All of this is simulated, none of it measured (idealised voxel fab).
The following process module bears the name voxel capacitor over wiring.
Cross-sectional view cut (width: 240 nm; square cell size: 5 nm).
Cross-section = grid of square cells, listed top down in bands; band = one or more rows.
In this notation a band is specified by the heights of its top and bottom, in that order and in nm, after which its materials appear from left to right, each paired with its width in nm. The word "everywhere" attached to a single material means that material fills the band from edge to edge; the word "air" stands for empty space.
Heads up on the height convention: 0 is the point under which the incoming wafer is all one material, and the lowest band has no bottom, it just keeps going down, like "top 0, no bottom".
The width entry "30..40" should be interpreted row by row: the top row of cells in the band takes the first number, the bottom row takes the second number, and the change between adjacent rows is uniform throughout.
Take "no modification" at face value: in the step it is given for, the cross-section changed in none of its cells.
"Enclosed voids" contains a list of empty spaces, each no smaller than 8 cells and without an open way to the top, written in the form width x height at distance with the distance from the left edge and all three in nm.
Heads up: the bit after the settings on a step's line is the simulator's remark on that step.
"overlay nm" on a masked step: distance the mask lay right of its planned place, negative for left.
Planned step list for the process
1: RECEIVE | material Si
2: CONFORMAL_DEP | material SiO2 | thk nm 10
3: DIRECTIONAL_DEP | material TiN | thk nm 5
4: DIRECTIONAL_DEP | material W | thk nm 15
5: DIRECTIONAL_DEP | material aC | thk nm 15
6: PATTERN | tone cover | mask id METAL_1 | material resist | width nm 20 | pitch nm 70 | thk nm 35 | overlay nm 0
7: DIRECTIONAL_ETCH | etch materials aC | depth nm 15
8: STRIP | etch materials resist
9: DIRECTIONAL_ETCH | etch materials W | depth nm 15
10: DIRECTIONAL_ETCH | etch materials TiN | depth nm 5
11: STRIP | etch materials aC
12: FILL_DEP | material lowk | thk nm 5
13: CMP | height nm 30
14: CONFORMAL_DEP | material SiCN | thk nm 5
15: DIRECTIONAL_DEP | material lowk | thk nm 10
16: DIRECTIONAL_DEP | material aC | thk nm 10
17: PATTERN | tone open | mask id PLUG_1 | material resist | width nm 15 | thk nm 30 | overlay nm 0
18: DIRECTIONAL_ETCH | etch materials aC | depth nm 10
19: STRIP | etch materials resist
20: DIRECTIONAL_ETCH | etch materials lowk | depth nm 10
21: DIRECTIONAL_ETCH | etch materials SiCN | depth nm 5
22: STRIP | etch materials aC
23: CONFORMAL_DEP | material TiN | thk nm 5
24: FILL_DEP | material W | thk nm 10
25: CMP | height nm 45
26: DIRECTIONAL_DEP | material TiN | thk nm 5
27: DIRECTIONAL_DEP | material SiN | thk nm 5
28: DIRECTIONAL_DEP | material TiN | thk nm 10
29: DIRECTIONAL_DEP | material aC | thk nm 15
30: PATTERN | tone cover | mask id UPPER_PLATE | material resist | width nm 55 | thk nm 35 | overlay nm 0
31: DIRECTIONAL_ETCH | etch materials aC | depth nm 5
32: STRIP | etch materials resist
33: DIRECTIONAL_ETCH | etch materials TiN | depth nm 10
34: DIRECTIONAL_ETCH | etch materials SiN | depth nm 5
35: STRIP | etch materials aC
36: PATTERN | tone cover | mask id LOWER_PLATE | material resist | width nm 65 | thk nm 15 | overlay nm 0
37: DIRECTIONAL_ETCH | etch materials TiN | depth nm 5
38: STRIP | etch materials resist
39: FILL_DEP | material SiO2 | thk nm 15
40: CMP | height nm 75
41: PATTERN | tone open | mask id PLUG_2 | material resist | width nm 15 | thk nm 20 | overlay nm 0
42: DIRECTIONAL_ETCH | etch materials SiO2 | depth nm 10
43: STRIP | etch materials resist
44: CONFORMAL_DEP | material TiN | thk nm 5
45: FILL_DEP | material Ru | thk nm 5
46: CMP | height nm 75
47: CONFORMAL_DEP | material SiCN | thk nm 5
Where the wafers of this document differ is in the depth nm of step 31; they start out the same, and the plan states the value that applied to the first wafer.
The as-received cross-section of the first of several wafers corresponds to the state after step 1
> top 0, no bottom: Si everywhere
> Enclosed voids: none
Below is a per-wafer table. In it, each row describes the wafer at the end of the module by giving, for each material, the number of cells gained (+) or lost (-) since the wafer was received, and after that the closed voids of the wafer
depth nm 5; +1 Ru; +93 SiCN; +48 SiN; +221 SiO2; +129 TiN; +26 W; +250 lowk; Enclosed voids: none
depth nm 10; +1 Ru; +93 SiCN; +48 SiN; +221 SiO2; +129 TiN; +26 W; +250 lowk; Enclosed voids: none
depth nm 15; +1 Ru; +93 SiCN; +11 SiN; +332 SiO2; +55 TiN; +26 W; +250 lowk; Enclosed voids: none
depth nm 20; +1 Ru; +93 SiCN; +11 SiN; +332 SiO2; +55 TiN; +26 W; +250 lowk; Enclosed voids: none
depth nm 25; +1 Ru; +93 SiCN; +11 SiN; +332 SiO2; +55 TiN; +26 W; +250 lowk; Enclosed voids: none
depth nm 30; +1 Ru; +93 SiCN; +11 SiN; +332 SiO2; +55 TiN; +26 W; +250 lowk; Enclosed voids: none
